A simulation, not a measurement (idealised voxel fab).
Presented below is a process module, voxel double patterning.
Section cut is 265 nm wide and gridded with 5 nm square cells.
Throughout this document, each cross-section is represented as a grid of square cells and is presented as a sequence of bands enumerated from the top downward, where a band comprises one or more rows of cells.
What a band's entry tells you: where the top is and where the bottom is, as heights in nm, and after that what lies inside, material by material from left to right, each with its width in nm. Empty space is written as the word "blank", and a single material marked with the word "everywhere" occupies the band from edge to edge.
A quick word on heights: they are counted from 0, and under that level the wafer as it came to us is one material throughout. The lowest band is different from the rest in having no bottom; it simply continues downward, written as in "0 and below".
When a width is written as two numbers, as in "30->40", the first number is the width in the top row of cells of the band and the second is the width in its bottom row, and the width changes by the same amount from each row to the next.
Where the words "no change occurred" appear for a step, the cross-section shows no cell changed by that step; every cell remained as before.
"Closed void roster" enumerates empty spaces isolated from the top, with no open way to it, that contain at least 8 cells, giving each as width x height at distance from the left edge, all three in nm.
Read whatever lies past the settings on a step's line as the simulator's own remark about the step.
overlay nm: how far to the right of its planned place the mask lay on this masked step (negative: to the left).
### Intended process steps
1 RECEIVE with material Si
2 CONFORMAL_DEP with material SiO2, thk nm 5
3 DIRECTIONAL_DEP with material W, thk nm 20
4 DIRECTIONAL_DEP with material SiCN, thk nm 10
5 PATTERN with tone open, mask id FIRST, material resist, width nm 15, pitch nm 50, thk nm 15, overlay nm 0
6 DIRECTIONAL_ETCH with etch materials SiCN, depth nm 10
7 STRIP with etch materials resist
8 PATTERN with tone open, mask id SECOND, material resist, width nm 15, thk nm 15, overlay nm 0
9 DIRECTIONAL_ETCH with etch materials SiCN, depth nm 10
10 STRIP with etch materials resist
11 DIRECTIONAL_ETCH with etch materials W, depth nm 20
12 STRIP with etch materials SiCN
### First out of two wafers; run went to plan
### Wafer cross-section on receipt, i.e. after step 1
  0 and below | Si everywhere
  Closed void roster: none
### So this is the wafer cross-section right after step 2
  5 down to 0 | SiO2 everywhere
  Under the height 0 nothing was changed.
### So this is the wafer cross-section right after step 3
  25 down to 5 | W everywhere
  Under the height 5 nothing was changed.
### So this is the wafer cross-section right after step 4
  35 down to 25 | SiCN everywhere
  Under the height 25 nothing was changed.
### So this is the wafer cross-section right after step 5
  50 down to 35 | resist (100), then blank (15), then resist (35), then blank (15), then resist (100)
  Under the height 35 nothing was changed.
### So this is the wafer cross-section right after step 6
  50 down to 35 | resist (100), then blank (15), then resist (35), then blank (15), then resist (100)
  35 down to 25 | SiCN (100), then blank (15), then SiCN (35), then blank (15), then SiCN (100)
  Under the height 25 nothing was changed.
### So this is the wafer cross-section right after step 7
  35 down to 25 | SiCN (100), then blank (15), then SiCN (35), then blank (15), then SiCN (100)
  Under the height 25 nothing was changed.
### So this is the wafer cross-section right after step 8
  50 down to 35 | resist (125), then blank (15), then resist (125)
  35 down to 25 | SiCN (100), then resist (15), then SiCN (35), then resist (15), then SiCN (100)
  Under the height 25 nothing was changed.
### So this is the wafer cross-section right after step 9
  50 down to 35 | resist (125), then blank (15), then resist (125)
  35 down to 25 | SiCN (100), then resist (15), then SiCN (10), then blank (15), then SiCN (10), then resist (15), then SiCN (100)
  Under the height 25 nothing was changed.
### So this is the wafer cross-section right after step 10
  35 down to 25 | SiCN (100), then blank (15), then SiCN (10), then blank (15), then SiCN (10), then blank (15), then SiCN (100)
  Under the height 25 nothing was changed.
### So this is the wafer cross-section right after step 11
  35 down to 25 | SiCN (100), then blank (15), then SiCN (10), then blank (15), then SiCN (10), then blank (15), then SiCN (100)
  25 down to 5 | W (100), then blank (15), then W (10), then blank (15), then W (10), then blank (15), then W (100)
  Under the height 5 nothing was changed.
### So this is the wafer cross-section right after step 12
  25 down to 5 | W (100), then blank (15), then W (10), then blank (15), then W (10), then blank (15), then W (100)
  Under the height 5 nothing was changed.
### Second wafer: same start and same plan as the first, one execution error; identical to the first through step 2
### Planned end of step 3: second wafer, cross-section
  25 down to 0 | SiO2 everywhere
  Under the height 0 nothing was changed.
### Planned end of step 4: second wafer, cross-section
  35 down to 25 | SiCN everywhere
  Under the height 25 nothing was changed.
### Planned end of step 5: second wafer, cross-section
  50 down to 35 | resist (100), then blank (15), then resist (35), then blank (15), then resist (100)
  Under the height 35 nothing was changed.
### Planned end of step 6: second wafer, cross-section
  50 down to 35 | resist (100), then blank (15), then resist (35), then blank (15), then resist (100)
  35 down to 25 | SiCN (100), then blank (15), then SiCN (35), then blank (15), then SiCN (100)
  Under the height 25 nothing was changed.
### Planned end of step 7: second wafer, cross-section
  35 down to 25 | SiCN (100), then blank (15), then SiCN (35), then blank (15), then SiCN (100)
  Under the height 25 nothing was changed.
### Planned end of step 8: second wafer, cross-section
  50 down to 35 | resist (125), then blank (15), then resist (125)
  35 down to 25 | SiCN (100), then resist (15), then SiCN (35), then resist (15), then SiCN (100)
  Under the height 25 nothing was changed.
### Planned end of step 9: second wafer, cross-section
  50 down to 35 | resist (125), then blank (15), then resist (125)
  35 down to 25 | SiCN (100), then resist (15), then SiCN (10), then blank (15), then SiCN (10), then resist (15), then SiCN (100)
  Under the height 25 nothing was changed.
### Planned end of step 10: second wafer, cross-section
  35 down to 25 | SiCN (100), then blank (15), then SiCN (10), then blank (15), then SiCN (10), then blank (15), then SiCN (100)
  Under the height 25 nothing was changed.
Planned end of step 11: second wafer, cross-section: no change occurred
### Planned end of step 12: second wafer, cross-section
  25 down to 0 | SiO2 everywhere
  Under the height 0 nothing was changed.
Misprocessing identified: it should be noted that step 3 was executed with settings other than those planned, the operation and settings actually applied being DIRECTIONAL_DEP with material SiO2, thk nm 20
Final tally in cells, some materials are higher or lower on the second wafer than on the first: 212 more of SiO2; 176 fewer of W
